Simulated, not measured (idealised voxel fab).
The following process module bears the name voxel released beams.
FYI the section here is cut, 220 nm wide, cells are 5 nm squares.
Cross-section spec: square-cell grid; bands listed top down; each band is one or more rows. In this notation a band is specified by the heights of its top and bottom, in that order and in nm, after which its materials appear from left to right, each paired with its width in nm. The word "edge to edge" attached to a single material means that material fills the band from edge to edge; the word "empty" stands for empty space. Counting heights begins at 0, where everything beneath is, in the wafer as received, one material. The lowest band has no bottom; it goes on downwards, as "0 nm and below" shows. A width such as "30..40" changes by the same amount from each row of cells to the next, from the band's top row to its bottom row. Given "stayed the same" for a step, no cell of the cross-section differs between before and after that step. "Encapsulated voids" means: voids of 8 cells or more that are shut off from the top with no open way through. Written width x height at distance, distance from the left edge, in nm. On a step's line, text after the settings is the simulator commenting on that step. Regarding "overlay nm": on a step with a mask, it is the distance the mask lay to the right of its planned place; a negative value places it to the left.
Steps in the process plan
| 1 | RECEIVE (material Si) |
| 2 | CONFORMAL_DEP (material SiN; thk nm 5) |
| 3 | DIRECTIONAL_DEP (material SiO2; thk nm 15) |
| 4 | DIRECTIONAL_DEP (material aC; thk nm 15) |
| 5 | PATTERN (tone open; mask id ANCHOR; material resist; width nm 30; thk nm 30; overlay nm 0) |
| 6 | DIRECTIONAL_ETCH (etch materials aC; depth nm 15) |
| 7 | STRIP (etch materials resist) |
| 8 | DIRECTIONAL_ETCH (etch materials SiO2; depth nm 15) |
| 9 | STRIP (etch materials aC) |
| 10 | CONFORMAL_DEP (material W; thk nm 10) |
| 11 | DIRECTIONAL_DEP (material aC; thk nm 10) |
| 12 | PATTERN (tone cover; mask id BEAM; material resist; width nm 105; thk nm 25; overlay nm 0) |
| 13 | DIRECTIONAL_ETCH (etch materials aC; depth nm 10) |
| 14 | STRIP (etch materials resist) |
| 15 | DIRECTIONAL_ETCH (etch materials W; depth nm 10) |
| 16 | STRIP (etch materials aC) |
| 17 | STRIP (etch materials SiO2) |
First wafer, two in total, run as planned
As received (post step 1): cross-section
    0 nm and below | Si edge to edge
    Encapsulated voids: none
Sectional view: wafer, after step 2
    5 nm to 0 nm | SiN edge to edge
    Below 0, no change.
Sectional view: wafer, after step 3
    20 nm to 5 nm | SiO2 edge to edge
    Below 5, no change.
Sectional view: wafer, after step 4
    35 nm to 20 nm | aC edge to edge
    Below 20, no change.
Sectional view: wafer, after step 5
    65 nm to 35 nm | 60 of resist / 30 of empty / 130 of resist
    Below 35, no change.
Sectional view: wafer, after step 6
    50 nm to 35 nm | 60 of resist / 30 of empty / 130 of resist
    35 nm to 20 nm | 60 of aC / 30 of empty / 130 of aC
    Below 20, no change.
Sectional view: wafer, after step 7
    35 nm to 20 nm | 60 of aC / 30 of empty / 130 of aC
    Below 20, no change.
Sectional view: wafer, after step 8
    35 nm to 20 nm | 60 of aC / 30 of empty / 130 of aC
    20 nm to 5 nm | 60 of SiO2 / 30 of empty / 130 of SiO2
    Below 5, no change.
Sectional view: wafer, after step 9
    20 nm to 5 nm | 60 of SiO2 / 30 of empty / 130 of SiO2
    Below 5, no change.
Sectional view: wafer, after step 10
    30 nm to 20 nm | 70 of W / 10 of empty / 140 of W
    20 nm to 15 nm | 60 of SiO2 / 10 of W / 10 of empty / 10 of W / 130 of SiO2
    15 nm to 5 nm | 60 of SiO2 / 30 of W / 130 of SiO2
    Below 5, no change.
Sectional view: wafer, after step 11
    40 nm to 30 nm | 70 of aC / 10 of empty / 140 of aC
    30 nm to 25 nm | 70 of W / 10 of empty / 140 of W
    25 nm to 20 nm | 70 of W / 10 of aC / 140 of W
    20 nm to 15 nm | 60 of SiO2 / 10 of W / 10 of aC / 10 of W / 130 of SiO2
    Below 15, no change.
Sectional view: wafer, after step 12
    65 nm to 40 nm | 55 of empty / 105 of resist / 60 of empty
    40 nm to 30 nm | 70 of aC / 10 of resist / 140 of aC
    30 nm to 25 nm | 70 of W / 10 of resist / 140 of W
    Below 25, no change.
Sectional view: wafer, after step 13
    55 nm to 40 nm | 55 of empty / 105 of resist / 60 of empty
    40 nm to 30 nm | 55 of empty / 15 of aC / 10 of resist / 80 of aC / 60 of empty
    Below 30, no change.
Sectional view: wafer, after step 14
    40 nm to 30 nm | 55 of empty / 15 of aC / 10 of empty / 80 of aC / 60 of empty
    30 nm to 25 nm | 70 of W / 10 of empty / 140 of W
    Below 25, no change.
Sectional view: wafer, after step 15
    40 nm to 30 nm | 55 of empty / 15 of aC / 10 of empty / 80 of aC / 60 of empty
    30 nm to 25 nm | 55 of empty / 15 of W / 10 of empty / 80 of W / 60 of empty
    25 nm to 20 nm | 55 of empty / 15 of W / 10 of aC / 80 of W / 60 of empty
    Below 20, no change.
Sectional view: wafer, after step 16
    30 nm to 20 nm | 55 of empty / 15 of W / 10 of empty / 80 of W / 60 of empty
    20 nm to 15 nm | 60 of SiO2 / 10 of W / 10 of empty / 10 of W / 130 of SiO2
    Below 15, no change.
Sectional view: wafer, after step 17
    30 nm to 20 nm | 55 of empty / 15 of W / 10 of empty / 80 of W / 60 of empty
    20 nm to 15 nm | 60 of empty / 10 of W / 10 of empty / 10 of W / 130 of empty
    15 nm to 5 nm | 60 of empty / 30 of W / 130 of empty
    Below 5, no change.
Wafer two: like wafer one in start and plan, but with one mistake in execution; identical up to and including step 4
Second wafer: cross-section at the scheduled end of step 5
    65 nm to 35 nm | 60 of empty / 30 of resist / 130 of empty
    Below 35, no change.
Second wafer: cross-section at the scheduled end of step 6
    50 nm to 35 nm | 60 of empty / 30 of resist / 130 of empty
    35 nm to 20 nm | 60 of empty / 30 of aC / 130 of empty
    Below 20, no change.
Second wafer: cross-section at the scheduled end of step 7
    35 nm to 20 nm | 60 of empty / 30 of aC / 130 of empty
    Below 20, no change.
Second wafer: cross-section at the scheduled end of step 8
    35 nm to 20 nm | 60 of empty / 30 of aC / 130 of empty
    20 nm to 5 nm | 60 of empty / 30 of SiO2 / 130 of empty
    Below 5, no change.
Second wafer: cross-section at the scheduled end of step 9
    20 nm to 5 nm | 60 of empty / 30 of SiO2 / 130 of empty
    Below 5, no change.
Second wafer: cross-section at the scheduled end of step 10
    30 nm to 20 nm | 50 of empty / 50 of W / 120 of empty
    20 nm to 15 nm | 50 of empty / 10 of W / 30 of SiO2 / 10 of W / 120 of empty
    15 nm to 5 nm | 60 of W / 30 of SiO2 / 130 of W
    Below 5, no change.
Second wafer: cross-section at the scheduled end of step 11
    40 nm to 30 nm | 50 of empty / 50 of aC / 120 of empty
    30 nm to 25 nm | 50 of empty / 50 of W / 120 of empty
    25 nm to 20 nm | 50 of aC / 50 of W / 120 of aC
    20 nm to 15 nm | 50 of aC / 10 of W / 30 of SiO2 / 10 of W / 120 of aC
    Below 15, no change.
Second wafer: cross-section at the scheduled end of step 12
    65 nm to 40 nm | 55 of empty / 105 of resist / 60 of empty
    40 nm to 30 nm | 50 of empty / 50 of aC / 60 of resist / 60 of empty
    30 nm to 25 nm | 50 of empty / 50 of W / 60 of resist / 60 of empty
    Below 25, no change.
Second wafer: cross-section at the scheduled end of step 13
    55 nm to 40 nm | 55 of empty / 105 of resist / 60 of empty
    40 nm to 30 nm | 55 of empty / 45 of aC / 60 of resist / 60 of empty
    30 nm to 25 nm | 50 of empty / 50 of W / 60 of resist / 60 of empty
    25 nm to 20 nm | 50 of empty / 50 of W / 60 of aC / 60 of empty
    20 nm to 15 nm | 50 of empty / 10 of W / 30 of SiO2 / 10 of W / 60 of aC / 60 of empty
    Below 15, no change.
Second wafer: cross-section at the scheduled end of step 14
    40 nm to 30 nm | 55 of empty / 45 of aC / 120 of empty
    30 nm to 25 nm | 50 of empty / 50 of W / 120 of empty
    Below 25, no change.
Second wafer: cross-section at the scheduled end of step 15
    40 nm to 30 nm | 55 of empty / 45 of aC / 120 of empty
    30 nm to 25 nm | 55 of empty / 45 of W / 120 of empty
    25 nm to 20 nm | 55 of empty / 45 of W / 60 of aC / 60 of empty
    20 nm to 15 nm | 50 of empty / 10 of W / 30 of SiO2 / 10 of W / 60 of aC / 60 of empty
    15 nm to 5 nm | 50 of empty / 10 of W / 30 of SiO2 / 70 of W / 60 of empty
    Below 5, no change.
Second wafer: cross-section at the scheduled end of step 16
    30 nm to 20 nm | 55 of empty / 45 of W / 120 of empty
    20 nm to 15 nm | 50 of empty / 10 of W / 30 of SiO2 / 10 of W / 120 of empty
    Below 15, no change.
Second wafer: cross-section at the scheduled end of step 17: stayed the same
So what did we get wrong on this run? step 5 did not use the planned setting and instead ran as PATTERN (tone cover; mask id ANCHOR; material resist; width nm 30; thk nm 30; overlay nm 0)
Wrapping up, a cell-based count of both wafers puts the second over or under the first for these materials: SiO2: 18 more
